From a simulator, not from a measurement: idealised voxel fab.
Process module, titled voxel quadruple lines
The figure presents cross-section cut, which has a width of 300 nm and is divided into square cells with an edge length of 5 nm.
Square cells in a grid make up a cross-section in this document, and the grid is given as bands, listed from the top down, each one or more rows of cells. A band entry consists of two parts. The first gives the height of the band's top and the height of its bottom, in nm. The rest lists the band's materials from left to right, each with its width in nm. A single material labelled with the word "full width" fills the band from edge to edge, and the word "air" marks empty space. It should be noted that heights are counted from 0, beneath which the wafer as supplied is of one material throughout, and that the lowest band possesses no lower boundary but continues downward, as written in "0..down". The two numbers in a width such as "30->40" mark its ends across the band: the first belongs to the top row of cells, the second to the bottom row, and from each row to the next the width moves by the same amount. "no alterations made", as given for a step, is the statement that not any cell of the cross-section underwent a change during that step. Voids not open to the top, 8 cells minimum: see "Listed closed voids". Written width x height at distance; distance is from the left edge; nm. Heads up: the bit after the settings on a step's line is the simulator's remark on that step. overlay nm: right-of-plan distance of the mask on a masked step; negative values mean left-of-plan.

These are the steps we planned for the process:
1. RECEIVE: material Si
2. CONFORMAL_DEP: material Al2O3, thk nm 5
3. DIRECTIONAL_DEP: material W, thk nm 10
4. DIRECTIONAL_DEP: material polySi, thk nm 15
5. DIRECTIONAL_DEP: material aC, thk nm 25
6. PATTERN: tone cover, mask id MANDREL, material resist, width nm 30, pitch nm 80, thk nm 30, overlay nm 0
7. DIRECTIONAL_ETCH: etch materials aC, depth nm 25
8. STRIP: etch materials resist
9. CONFORMAL_DEP: material SiO2, thk nm 10
10. DIRECTIONAL_ETCH: etch materials SiO2, depth nm 10
11. STRIP: etch materials aC
12. DIRECTIONAL_ETCH: etch materials polySi, depth nm 15
13. STRIP: etch materials SiO2
14. CONFORMAL_DEP: material SiN, thk nm 10
15. DIRECTIONAL_ETCH: etch materials SiN, depth nm 10
16. STRIP: etch materials polySi
17. DIRECTIONAL_ETCH: etch materials W, depth nm 10
18. STRIP: etch materials SiN

Cross-sectional view of the wafer in its as-received condition, corresponding to the state after step 1:
	0..down = Si full width
	Listed closed voids: none

As-planned run: cross-section of the first of two wafers at end of module:
	15..5 = air: 75  W: 10  air: 10  W: 10  air: 10  W: 10  air: 10  W: 10  air: 10  W: 10  air: 10  W: 10  air: 10  W: 10  air: 10  W: 10  air: 75
	5..0 = Al2O3 full width
	0..down = Si full width
	Listed closed voids: none

What the second wafer looks like in cross-section once the module is done. Its start and its plan matched the first wafer's exactly; what differed was one mistake in how it was run:
	15..5 = air: 75  W: 30  air: 10  W: 30  air: 10  W: 30  air: 10  W: 30  air: 75
	5..0 = Al2O3 full width
	0..down = Si full width
	Listed closed voids: none
Run error: order of steps 16 and 17 inverted relative to the plan
End of process, cell counts, second wafer against first, materials with more or fewer: 16 more of W
